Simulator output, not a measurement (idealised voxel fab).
This is a process module. Its name is voxel wiring stack.
It is cross-section cut that appears here, measuring 250 nm in width, its square cells being 5 nm in size.
Bands, listed from the top down, are how a cross-section gets written in this document; the cross-section itself is a grid of square cells, and a band is one or more rows of them.
What a band's entry tells you: where the top is and where the bottom is, as heights in nm, and after that what lies inside, material by material from left to right, each with its width in nm. Empty space is written as the word "air", and a single material marked with the word "all across" occupies the band from edge to edge.
Heights from 0 (as-received wafer is one material below). Bottom band endless downward, as "from 0 down".
Width "30->40": first value at the band's top row of cells, second value at its bottom row, equal change from row to row.
The cross-section has no changed cell in any step marked "nothing altered".
"Voids, sealed": empty spaces of 8 cells or more with no open way to the top, each given as width x height at distance, distance from the left edge, all in nm.
What comes after the settings on a step's line is commentary from the simulator itself on that step.
The "overlay nm" setting may appear on a step's line; for a step that uses a mask, it gives how far to the right of its planned position the mask lay, and a negative value indicates the left.
Here's what the planned process steps look like:
| 1 | RECEIVE (material Si) |
| 2 | CONFORMAL_DEP (material SiO2; thk nm 10) |
| 3 | CONFORMAL_DEP (material SiCN; thk nm 5) |
| 4 | DIRECTIONAL_DEP (material SiO2; thk nm 15) |
| 5 | DIRECTIONAL_DEP (material aC; thk nm 10) |
| 6 | PATTERN (tone open; mask id METAL_1; material resist; width nm 20; pitch nm 35; thk nm 25; overlay nm 0) |
| 7 | DIRECTIONAL_ETCH (etch materials aC; depth nm 10) |
| 8 | STRIP (etch materials resist) |
| 9 | DIRECTIONAL_ETCH (etch materials SiO2; depth nm 15) |
| 10 | DIRECTIONAL_ETCH (etch materials SiCN; depth nm 5) |
| 11 | STRIP (etch materials aC) |
| 12 | CONFORMAL_DEP (material TiN; thk nm 5) |
| 13 | FILL_DEP (material Cu; thk nm 10) |
| 14 | CMP (height nm 30) |
| 15 | EPI (material Ru; thk nm 5) |
| 16 | FILL_DEP (material SiCN; thk nm 5) |
| 17 | DIRECTIONAL_DEP (material SiO2; thk nm 15) |
| 18 | DIRECTIONAL_DEP (material aC; thk nm 10) |
| 19 | PATTERN (tone open; mask id PLUG_1; material resist; width nm 15; pitch nm 70; thk nm 25; overlay nm 0) |
| 20 | DIRECTIONAL_ETCH (etch materials aC; depth nm 10) |
| 21 | STRIP (etch materials resist) |
| 22 | DIRECTIONAL_ETCH (etch materials SiO2; depth nm 15) |
| 23 | DIRECTIONAL_ETCH (etch materials SiCN; depth nm 5) |
| 24 | STRIP (etch materials aC) |
| 25 | CONFORMAL_DEP (material TiN; thk nm 5) |
| 26 | FILL_DEP (material W; thk nm 5) |
| 27 | CMP (height nm 55) |
| 28 | DIRECTIONAL_DEP (material TiN; thk nm 5) |
| 29 | DIRECTIONAL_DEP (material W; thk nm 25) |
| 30 | MASKED_ETCH (tone cover; mask id METAL_2; width nm 20; pitch nm 35; etch materials W; depth nm 25; overlay nm 0) |
| 31 | MASKED_ETCH (tone cover; mask id METAL_2; width nm 20; pitch nm 35; etch materials TiN; depth nm 5; overlay nm 0) |
| 32 | CONFORMAL_DEP (material SiN; thk nm 5) |
| 33 | FILL_DEP (material SiO2; thk nm 5) |
| 34 | CMP (height nm 85) |
| 35 | CONFORMAL_DEP (material SiCN; thk nm 5) |
| 36 | DIRECTIONAL_DEP (material lowk; thk nm 25) |
| 37 | DIRECTIONAL_DEP (material aC; thk nm 10) |
| 38 | PATTERN (tone open; mask id METAL_3; material resist; width nm 20; pitch nm 35; thk nm 25; overlay nm 0) |
| 39 | DIRECTIONAL_ETCH (etch materials aC; depth nm 10) |
| 40 | STRIP (etch materials resist) |
| 41 | DIRECTIONAL_ETCH (etch materials lowk; depth nm 15) |
| 42 | STRIP (etch materials aC) |
| 43 | PATTERN (tone open; mask id METAL_3_HOLES; material resist; width nm 15; pitch nm 35; thk nm 20; overlay nm 0) |
| 44 | DIRECTIONAL_ETCH (etch materials lowk; depth nm 10) |
| 45 | DIRECTIONAL_ETCH (etch materials SiCN; depth nm 5) |
| 46 | STRIP (etch materials resist) |
| 47 | CONFORMAL_DEP (material TiN; thk nm 5) |
| 48 | FILL_DEP (material Cu; thk nm 10) |
| 49 | CMP (height nm 115) |
| 50 | CONFORMAL_DEP (material SiN; thk nm 5) |
Cross-section of the wafer at receipt, which is the condition after step 1:
    from 0 down = Si all across
    Voids, sealed: none
Starting wafer: above. Plan: above. Run: one mistake. Cross-section after the module: below:
    from 120 to 115 = SiN all across
    from 115 to 105 = lowk=80 / TiN=5 / Cu=10 / TiN=5 / lowk=15 / TiN=5 / Cu=10 / TiN=5 / lowk=15 / TiN=5 / Cu=10 / TiN=5 / lowk=80
    from 105 to 100 = lowk=80 / TiN=10 / Cu=5 / TiN=5 / lowk=15 / TiN=10 / Cu=5 / TiN=5 / lowk=15 / TiN=10 / Cu=5 / TiN=5 / lowk=80
    from 100 to 90 = lowk=85 / TiN=5 / Cu=5 / TiN=5 / lowk=20 / TiN=5 / Cu=5 / TiN=5 / lowk=20 / TiN=5 / Cu=5 / TiN=5 / lowk=80
    from 90 to 85 = SiCN=85 / TiN=15 / SiCN=20 / TiN=15 / SiCN=20 / TiN=15 / SiCN=80
    from 85 to 60 = SiO2=75 / SiN=5 / W=20 / SiN=5 / SiO2=5 / SiN=5 / W=20 / SiN=5 / SiO2=5 / SiN=5 / W=20 / SiN=5 / SiO2=75
    from 60 to 55 = SiN=80 / TiN=20 / SiN=15 / TiN=20 / SiN=15 / TiN=20 / SiN=80
    from 55 to 40 = SiO2=80 / TiN=5 / W=5 / TiN=5 / SiO2=55 / TiN=5 / W=5 / TiN=5 / SiO2=85
    from 40 to 35 = SiCN=80 / TiN=15 / SiCN=55 / TiN=15 / SiCN=85
    from 35 to 30 = SiCN=75 / Ru=30 / SiCN=5 / Ru=30 / SiCN=5 / Ru=30 / SiCN=75
    from 30 to 15 = SiO2=80 / TiN=5 / Cu=10 / TiN=5 / SiO2=15 / TiN=5 / Cu=10 / TiN=5 / SiO2=15 / TiN=5 / Cu=10 / TiN=5 / SiO2=80
    from 15 to 10 = SiCN=80 / TiN=20 / SiCN=15 / TiN=20 / SiCN=15 / TiN=20 / SiCN=80
    from 10 to 0 = SiO2 all across
    from 0 down = Si all across
    Voids, sealed: none
Nonconformance to the process plan: step 43, actual vs plan mismatch, actual run PATTERN (tone open; mask id METAL_3_HOLES; material resist; width nm 15; pitch nm 35; thk nm 20; overlay nm 5)
